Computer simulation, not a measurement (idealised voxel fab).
Process module in this document: voxel self aligned vias
Shown is cross-section cut, with a width of 275 nm and square cells of size 5 nm.
A cross-section is a grid of square cells, given in bands from the top down. A band is one or more rows of cells. Basically the band line says how high the top is and how high the bottom is, in nm, and then what's in it from left to right, every material with its width in nm. Empty space shows up as "empty", and if a single material carries "everywhere" it runs the full band edge to edge. The level at which height equals 0 is the one under which the wafer, as it arrives, is entirely one material. No lower edge exists for the bottom band, which continues downward and is notated as in "0 -> down". The expression "30->40" gives the width at the extremes of the band, the first number at its top row of cells and the second at its bottom row, with the width changing by equal amounts from each row to the next in between. Step note "everything unchanged" = no cross-section cell changed. In "Completely enclosed voids" the enclosed voids are listed, meaning empty spaces of 8 cells or larger without any opening to the top. The form is width x height at distance, distance from the left edge, units nm. Text after the settings on a step's line: the simulator's own remark on that step. Regarding "overlay nm": on a step with a mask, it is the distance the mask lay to the right of its planned place; a negative value places it to the left.

# The steps planned for the process are as follows
| 1 | RECEIVE,material Si |
| 2 | CONFORMAL_DEP,material SiO2,thk nm 15 |
| 3 | CONFORMAL_DEP,material SiCN,thk nm 5 |
| 4 | DIRECTIONAL_DEP,material SiO2,thk nm 25 |
| 5 | PATTERN,tone open,mask id LINES,material resist,width nm 25,pitch nm 75,thk nm 15,overlay nm 0 |
| 6 | DIRECTIONAL_ETCH,etch materials SiO2,depth nm 25 |
| 7 | STRIP,etch materials resist |
| 8 | CONFORMAL_DEP,material TiN,thk nm 5 |
| 9 | FILL_DEP,material Ru,thk nm 10 |
| 10 | CMP,height nm 45 |
| 11 | SELECTIVE_ETCH,etch materials W Ru TiN,depth nm 10 |
| 12 | FILL_DEP,material SiN,thk nm 5 |
| 13 | CMP,height nm 45 |
| 14 | DIRECTIONAL_DEP,material SiO2,thk nm 15 |
| 15 | PATTERN,tone open,mask id VIAS,material resist,width nm 45,pitch nm 150,thk nm 20,overlay nm 0 |
| 16 | DIRECTIONAL_ETCH,etch materials SiO2,depth nm 15 |
| 17 | DIRECTIONAL_ETCH,etch materials SiN,depth nm 10 |
| 18 | STRIP,etch materials resist |
| 19 | CONFORMAL_DEP,material TiN,thk nm 5 |
| 20 | FILL_DEP,material W,thk nm 5 |
| 21 | CMP,height nm 60 |
| 22 | CONFORMAL_DEP,material SiN,thk nm 5 |

# The first of a set of two wafers, run to plan

# Step 1 complete: cross-section of the wafer as received
	0 -> down  Si everywhere
	Completely enclosed voids: none

# Upon completion of step 2, the wafer appears in cross-section as shown
	15 -> 0  SiO2 everywhere
	Beneath the level 0, the cross-section is identical to its previous state.

# Upon completion of step 3, the wafer appears in cross-section as shown
	20 -> 15  SiCN everywhere
	Beneath the level 15, the cross-section is identical to its previous state.

# Upon completion of step 4, the wafer appears in cross-section as shown
	45 -> 20  SiO2 everywhere
	Beneath the level 20, the cross-section is identical to its previous state.

# Upon completion of step 5, the wafer appears in cross-section as shown
	60 -> 45  resist (50) / empty (25) / resist (50) / empty (25) / resist (50) / empty (25) / resist (50)
	Beneath the level 45, the cross-section is identical to its previous state.

# Upon completion of step 6, the wafer appears in cross-section as shown
	60 -> 45  resist (50) / empty (25) / resist (50) / empty (25) / resist (50) / empty (25) / resist (50)
	45 -> 20  SiO2 (50) / empty (25) / SiO2 (50) / empty (25) / SiO2 (50) / empty (25) / SiO2 (50)
	Beneath the level 20, the cross-section is identical to its previous state.

# Upon completion of step 7, the wafer appears in cross-section as shown
	45 -> 20  SiO2 (50) / empty (25) / SiO2 (50) / empty (25) / SiO2 (50) / empty (25) / SiO2 (50)
	Beneath the level 20, the cross-section is identical to its previous state.

# Upon completion of step 8, the wafer appears in cross-section as shown
	50 -> 45  TiN (55) / empty (15) / TiN (60) / empty (15) / TiN (60) / empty (15) / TiN (55)
	45 -> 25  SiO2 (50) / TiN (5) / empty (15) / TiN (5) / SiO2 (50) / TiN (5) / empty (15) / TiN (5) / SiO2 (50) / TiN (5) / empty (15) / TiN (5) / SiO2 (50)
	25 -> 20  SiO2 (50) / TiN (25) / SiO2 (50) / TiN (25) / SiO2 (50) / TiN (25) / SiO2 (50)
	Beneath the level 20, the cross-section is identical to its previous state.

# Upon completion of step 9, the wafer appears in cross-section as shown
	60 -> 50  Ru everywhere
	50 -> 45  TiN (55) / Ru (15) / TiN (60) / Ru (15) / TiN (60) / Ru (15) / TiN (55)
	45 -> 25  SiO2 (50) / TiN (5) / Ru (15) / TiN (5) / SiO2 (50) / TiN (5) / Ru (15) / TiN (5) / SiO2 (50) / TiN (5) / Ru (15) / TiN (5) / SiO2 (50)
	Beneath the level 25, the cross-section is identical to its previous state.

# Upon completion of step 10, the wafer appears in cross-section as shown
	45 -> 25  SiO2 (50) / TiN (5) / Ru (15) / TiN (5) / SiO2 (50) / TiN (5) / Ru (15) / TiN (5) / SiO2 (50) / TiN (5) / Ru (15) / TiN (5) / SiO2 (50)
	Beneath the level 25, the cross-section is identical to its previous state.

# Upon completion of step 11, the wafer appears in cross-section as shown
	45 -> 35  SiO2 (50) / empty (25) / SiO2 (50) / empty (25) / SiO2 (50) / empty (25) / SiO2 (50)
	Beneath the level 35, the cross-section is identical to its previous state.

# Upon completion of step 12, the wafer appears in cross-section as shown
	50 -> 45  SiN everywhere
	45 -> 35  SiO2 (50) / SiN (25) / SiO2 (50) / SiN (25) / SiO2 (50) / SiN (25) / SiO2 (50)
	Beneath the level 35, the cross-section is identical to its previous state.

# Upon completion of step 13, the wafer appears in cross-section as shown
	45 -> 35  SiO2 (50) / SiN (25) / SiO2 (50) / SiN (25) / SiO2 (50) / SiN (25) / SiO2 (50)
	Beneath the level 35, the cross-section is identical to its previous state.

# Upon completion of step 14, the wafer appears in cross-section as shown
	60 -> 45  SiO2 everywhere
	Beneath the level 45, the cross-section is identical to its previous state.

# Upon completion of step 15, the wafer appears in cross-section as shown
	80 -> 60  resist (40) / empty (45) / resist (105) / empty (45) / resist (40)
	Beneath the level 60, the cross-section is identical to its previous state.

# Upon completion of step 16, the wafer appears in cross-section as shown
	80 -> 60  resist (40) / empty (45) / resist (105) / empty (45) / resist (40)
	60 -> 45  SiO2 (40) / empty (45) / SiO2 (105) / empty (45) / SiO2 (40)
	Beneath the level 45, the cross-section is identical to its previous state.

# Upon completion of step 17, the wafer appears in cross-section as shown
	80 -> 60  resist (40) / empty (45) / resist (105) / empty (45) / resist (40)
	60 -> 45  SiO2 (40) / empty (45) / SiO2 (105) / empty (45) / SiO2 (40)
	45 -> 35  SiO2 (50) / empty (25) / SiO2 (50) / SiN (25) / SiO2 (50) / empty (25) / SiO2 (50)
	Beneath the level 35, the cross-section is identical to its previous state.

# Upon completion of step 18, the wafer appears in cross-section as shown
	60 -> 45  SiO2 (40) / empty (45) / SiO2 (105) / empty (45) / SiO2 (40)
	Beneath the level 45, the cross-section is identical to its previous state.

# Upon completion of step 19, the wafer appears in cross-section as shown
	65 -> 60  TiN (45) / empty (35) / TiN (115) / empty (35) / TiN (45)
	60 -> 50  SiO2 (40) / TiN (5) / empty (35) / TiN (5) / SiO2 (105) / TiN (5) / empty (35) / TiN (5) / SiO2 (40)
	50 -> 45  SiO2 (40) / TiN (15) / empty (15) / TiN (15) / SiO2 (105) / TiN (15) / empty (15) / TiN (15) / SiO2 (40)
	45 -> 40  SiO2 (50) / TiN (5) / empty (15) / TiN (5) / SiO2 (50) / SiN (25) / SiO2 (50) / TiN (5) / empty (15) / TiN (5) / SiO2 (50)
	40 -> 35  SiO2 (50) / TiN (25) / SiO2 (50) / SiN (25) / SiO2 (50) / TiN (25) / SiO2 (50)
	Beneath the level 35, the cross-section is identical to its previous state.

# Upon completion of step 20, the wafer appears in cross-section as shown
	70 -> 65  W everywhere
	65 -> 60  TiN (45) / W (35) / TiN (115) / W (35) / TiN (45)
	60 -> 50  SiO2 (40) / TiN (5) / W (35) / TiN (5) / SiO2 (105) / TiN (5) / W (35) / TiN (5) / SiO2 (40)
	50 -> 45  SiO2 (40) / TiN (15) / W (15) / TiN (15) / SiO2 (105) / TiN (15) / W (15) / TiN (15) / SiO2 (40)
	45 -> 40  SiO2 (50) / TiN (5) / W (15) / TiN (5) / SiO2 (50) / SiN (25) / SiO2 (50) / TiN (5) / W (15) / TiN (5) / SiO2 (50)
	Beneath the level 40, the cross-section is identical to its previous state.

# Upon completion of step 21, the wafer appears in cross-section as shown
	60 -> 50  SiO2 (40) / TiN (5) / W (35) / TiN (5) / SiO2 (105) / TiN (5) / W (35) / TiN (5) / SiO2 (40)
	Beneath the level 50, the cross-section is identical to its previous state.

# Upon completion of step 22, the wafer appears in cross-section as shown
	65 -> 60  SiN everywhere
	Beneath the level 60, the cross-section is identical to its previous state.

# Second wafer - shared start and plan with the first - one error in running - same as the first up to step 2 inclusive

Second wafer shown in cross-section at the time step 3 was slated to end: everything unchanged

# Second wafer shown in cross-section at the time step 4 was slated to end
	40 -> 0  SiO2 everywhere
	Beneath the level 0, the cross-section is identical to its previous state.

# Second wafer shown in cross-section at the time step 5 was slated to end
	55 -> 40  resist (50) / empty (25) / resist (50) / empty (25) / resist (50) / empty (25) / resist (50)
	Beneath the level 40, the cross-section is identical to its previous state.

# Second wafer shown in cross-section at the time step 6 was slated to end
	55 -> 40  resist (50) / empty (25) / resist (50) / empty (25) / resist (50) / empty (25) / resist (50)
	40 -> 15  SiO2 (50) / empty (25) / SiO2 (50) / empty (25) / SiO2 (50) / empty (25) / SiO2 (50)
	Beneath the level 15, the cross-section is identical to its previous state.

# Second wafer shown in cross-section at the time step 7 was slated to end
	40 -> 15  SiO2 (50) / empty (25) / SiO2 (50) / empty (25) / SiO2 (50) / empty (25) / SiO2 (50)
	Beneath the level 15, the cross-section is identical to its previous state.

# Second wafer shown in cross-section at the time step 8 was slated to end
	45 -> 40  TiN (55) / empty (15) / TiN (60) / empty (15) / TiN (60) / empty (15) / TiN (55)
	40 -> 20  SiO2 (50) / TiN (5) / empty (15) / TiN (5) / SiO2 (50) / TiN (5) / empty (15) / TiN (5) / SiO2 (50) / TiN (5) / empty (15) / TiN (5) / SiO2 (50)
	20 -> 15  SiO2 (50) / TiN (25) / SiO2 (50) / TiN (25) / SiO2 (50) / TiN (25) / SiO2 (50)
	Beneath the level 15, the cross-section is identical to its previous state.

# Second wafer shown in cross-section at the time step 9 was slated to end
	55 -> 45  Ru everywhere
	45 -> 40  TiN (55) / Ru (15) / TiN (60) / Ru (15) / TiN (60) / Ru (15) / TiN (55)
	40 -> 20  SiO2 (50) / TiN (5) / Ru (15) / TiN (5) / SiO2 (50) / TiN (5) / Ru (15) / TiN (5) / SiO2 (50) / TiN (5) / Ru (15) / TiN (5) / SiO2 (50)
	Beneath the level 20, the cross-section is identical to its previous state.

# Second wafer shown in cross-section at the time step 10 was slated to end
	45 -> 40  TiN (55) / Ru (15) / TiN (60) / Ru (15) / TiN (60) / Ru (15) / TiN (55)
	Beneath the level 40, the cross-section is identical to its previous state.

# Second wafer shown in cross-section at the time step 11 was slated to end
	40 -> 35  SiO2 (50) / empty (25) / SiO2 (50) / empty (25) / SiO2 (50) / empty (25) / SiO2 (50)
	Beneath the level 35, the cross-section is identical to its previous state.

# Second wafer shown in cross-section at the time step 12 was slated to end
	45 -> 40  SiN everywhere
	40 -> 35  SiO2 (50) / SiN (25) / SiO2 (50) / SiN (25) / SiO2 (50) / SiN (25) / SiO2 (50)
	Beneath the level 35, the cross-section is identical to its previous state.

Second wafer shown in cross-section at the time step 13 was slated to end: everything unchanged

# Second wafer shown in cross-section at the time step 14 was slated to end
	60 -> 45  SiO2 everywhere
	Beneath the level 45, the cross-section is identical to its previous state.

# Second wafer shown in cross-section at the time step 15 was slated to end
	80 -> 60  resist (40) / empty (45) / resist (105) / empty (45) / resist (40)
	Beneath the level 60, the cross-section is identical to its previous state.

# Second wafer shown in cross-section at the time step 16 was slated to end
	80 -> 60  resist (40) / empty (45) / resist (105) / empty (45) / resist (40)
	60 -> 45  SiO2 (40) / empty (45) / SiO2 (105) / empty (45) / SiO2 (40)
	Beneath the level 45, the cross-section is identical to its previous state.

# Second wafer shown in cross-section at the time step 17 was slated to end
	80 -> 60  resist (40) / empty (45) / resist (105) / empty (45) / resist (40)
	60 -> 45  SiO2 (40) / empty (45) / SiO2 (105) / empty (45) / SiO2 (40)
	45 -> 40  SiN (40) / empty (45) / SiN (105) / empty (45) / SiN (40)
	40 -> 35  SiO2 (50) / empty (25) / SiO2 (50) / SiN (25) / SiO2 (50) / empty (25) / SiO2 (50)
	Beneath the level 35, the cross-section is identical to its previous state.

# Second wafer shown in cross-section at the time step 18 was slated to end
	60 -> 45  SiO2 (40) / empty (45) / SiO2 (105) / empty (45) / SiO2 (40)
	Beneath the level 45, the cross-section is identical to its previous state.

# Second wafer shown in cross-section at the time step 19 was slated to end
	65 -> 60  TiN (45) / empty (35) / TiN (115) / empty (35) / TiN (45)
	60 -> 45  SiO2 (40) / TiN (5) / empty (35) / TiN (5) / SiO2 (105) / TiN (5) / empty (35) / TiN (5) / SiO2 (40)
	45 -> 40  SiN (40) / TiN (15) / empty (15) / TiN (15) / SiN (105) / TiN (15) / empty (15) / TiN (15) / SiN (40)
	40 -> 35  SiO2 (50) / TiN (25) / SiO2 (50) / SiN (25) / SiO2 (50) / TiN (25) / SiO2 (50)
	Beneath the level 35, the cross-section is identical to its previous state.

# Second wafer shown in cross-section at the time step 20 was slated to end
	70 -> 65  W everywhere
	65 -> 60  TiN (45) / W (35) / TiN (115) / W (35) / TiN (45)
	60 -> 45  SiO2 (40) / TiN (5) / W (35) / TiN (5) / SiO2 (105) / TiN (5) / W (35) / TiN (5) / SiO2 (40)
	45 -> 40  SiN (40) / TiN (15) / W (15) / TiN (15) / SiN (105) / TiN (15) / W (15) / TiN (15) / SiN (40)
	Beneath the level 40, the cross-section is identical to its previous state.

# Second wafer shown in cross-section at the time step 21 was slated to end
	60 -> 45  SiO2 (40) / TiN (5) / W (35) / TiN (5) / SiO2 (105) / TiN (5) / W (35) / TiN (5) / SiO2 (40)
	Beneath the level 45, the cross-section is identical to its previous state.

# Second wafer shown in cross-section at the time step 22 was slated to end
	65 -> 60  SiN everywhere
	Beneath the level 60, the cross-section is identical to its previous state.
Diagnosis: plan step 3 was not performed, having been skipped
Materials where the second wafer ends with more or fewer cells than the first: Ru: 9 more, SiCN: 55 fewer, SiN: 32 more, TiN: 6 more, W: 8 more
